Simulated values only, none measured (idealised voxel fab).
This is a process module. Its name is voxel gate over fins.
Cross-sectional view cut (width: 245 nm; square cell size: 5 nm).
Bands, listed from the top down, are how a cross-section gets written in this document; the cross-section itself is a grid of square cells, and a band is one or more rows of them. Heads up on the band format: heights come first, top then bottom, in nm. After that it's the materials left to right, each with its width in nm. A single material flagged "throughout" fills the whole band edge to edge, and "empty" means there's empty space there. Heads up on the height convention: 0 is the point under which the incoming wafer is all one material, and the lowest band has no bottom, it just keeps going down, like "from 0 down". The notation "30->40" denotes a width that varies across the rows of cells in the band, beginning at the first number in the top row, finishing at the second number in the bottom row, and changing by an identical amount from each row to the next. Step note "nothing altered" = no cross-section cell changed. "Unvented internal voids" lists enclosed empty spaces (at least 8 cells, no open path upward to the top), each as width x height at distance from the left edge, in nm. On each step's line, the part that comes after the settings is the simulator's own comment on the step. overlay nm: right-of-plan distance of the mask on a masked step; negative values mean left-of-plan.

Planned process steps
1: RECEIVE,material Si
2: CONFORMAL_DEP,material SiN,thk nm 5
3: MASKED_ETCH,tone cover,mask id FINS,width nm 15,pitch nm 35,etch materials SiN,depth nm 5,overlay nm 0
4: MASKED_ETCH,tone cover,mask id FINS,width nm 15,pitch nm 35,etch materials Si,depth nm 20,overlay nm 0
5: OXIDIZE,depth nm 5
6: FILL_DEP,material SiO2,thk nm 15
7: CMP,height nm 5
8: SELECTIVE_ETCH,etch materials SiO2,depth nm 15
9: STRIP,etch materials SiN
10: CONFORMAL_DEP,material HfO2,thk nm 5
11: CONFORMAL_DEP,material TiN,thk nm 5
12: FILL_DEP,material W,thk nm 15
13: CMP,height nm 20
14: CONFORMAL_DEP,material SiCN,thk nm 10
All wafers enter the flow in the same state. The depth nm at step 4 differs from wafer to wafer, and the plan gives the value for the first wafer.

As received, i.e. after step 1: cross-section through the first of several wafers
- from 0 down  Si throughout
- Unvented internal voids: none

Cross-section of the first of several wafers once the module has run through its last step, step 14
- from 30 to 20  SiCN throughout
- from 20 to 10  W throughout
- from 10 to 5  W (75), TiN (25), W (10), TiN (25), W (10), TiN (25), W (75)
- from 5 to 0  W (75), TiN (5), HfO2 (15), TiN (5), W (10), TiN (5), HfO2 (15), TiN (5), W (10), TiN (5), HfO2 (15), TiN (5), W (75)
- from 0 to -5  TiN (80), HfO2 (5), Si (5), HfO2 (5), TiN (20), HfO2 (5), Si (5), HfO2 (5), TiN (20), HfO2 (5), Si (5), HfO2 (5), TiN (80)
- from -5 to -10  HfO2 (85), Si (5), HfO2 (30), Si (5), HfO2 (30), Si (5), HfO2 (85)
- from -10 to -25  SiO2 (85), Si (5), SiO2 (30), Si (5), SiO2 (30), Si (5), SiO2 (85)
- from -25 down  Si throughout
- Unvented internal voids: none

Of the several wafers, the last: cross-section at the end of the module
- from 30 to 20  SiCN throughout
- from 20 to 10  W throughout
- from 10 to 5  W (75), TiN (25), W (10), TiN (25), W (10), TiN (25), W (75)
- from 5 to 0  W (75), TiN (5), HfO2 (15), TiN (5), W (10), TiN (5), HfO2 (15), TiN (5), W (10), TiN (5), HfO2 (15), TiN (5), W (75)
- from 0 to -5  TiN (80), HfO2 (5), Si (5), HfO2 (5), TiN (20), HfO2 (5), Si (5), HfO2 (5), TiN (20), HfO2 (5), Si (5), HfO2 (5), TiN (80)
- from -5 to -10  HfO2 (85), Si (5), HfO2 (30), Si (5), HfO2 (30), Si (5), HfO2 (85)
- from -10 to -50  SiO2 (85), Si (5), SiO2 (30), Si (5), SiO2 (30), Si (5), SiO2 (85)
- from -50 down  Si throughout
- Unvented internal voids: none

Quick key for the table: a row per wafer, taken at the end of the module. For each material it tells you how many cells the wafer gained (+) or lost (-) since it came in, and the closed voids come after
depth nm 20; +61 HfO2; -230 Si; +98 SiCN; +138 SiO2; +61 TiN; +166 W; Unvented internal voids: none
depth nm 25; +61 HfO2; -276 Si; +98 SiCN; +184 SiO2; +61 TiN; +166 W; Unvented internal voids: none
depth nm 30; +61 HfO2; -322 Si; +98 SiCN; +230 SiO2; +61 TiN; +166 W; Unvented internal voids: none
depth nm 35; +61 HfO2; -368 Si; +98 SiCN; +276 SiO2; +61 TiN; +166 W; Unvented internal voids: none
depth nm 40; +61 HfO2; -414 Si; +98 SiCN; +322 SiO2; +61 TiN; +166 W; Unvented internal voids: none
depth nm 45; +61 HfO2; -460 Si; +98 SiCN; +368 SiO2; +61 TiN; +166 W; Unvented internal voids: none
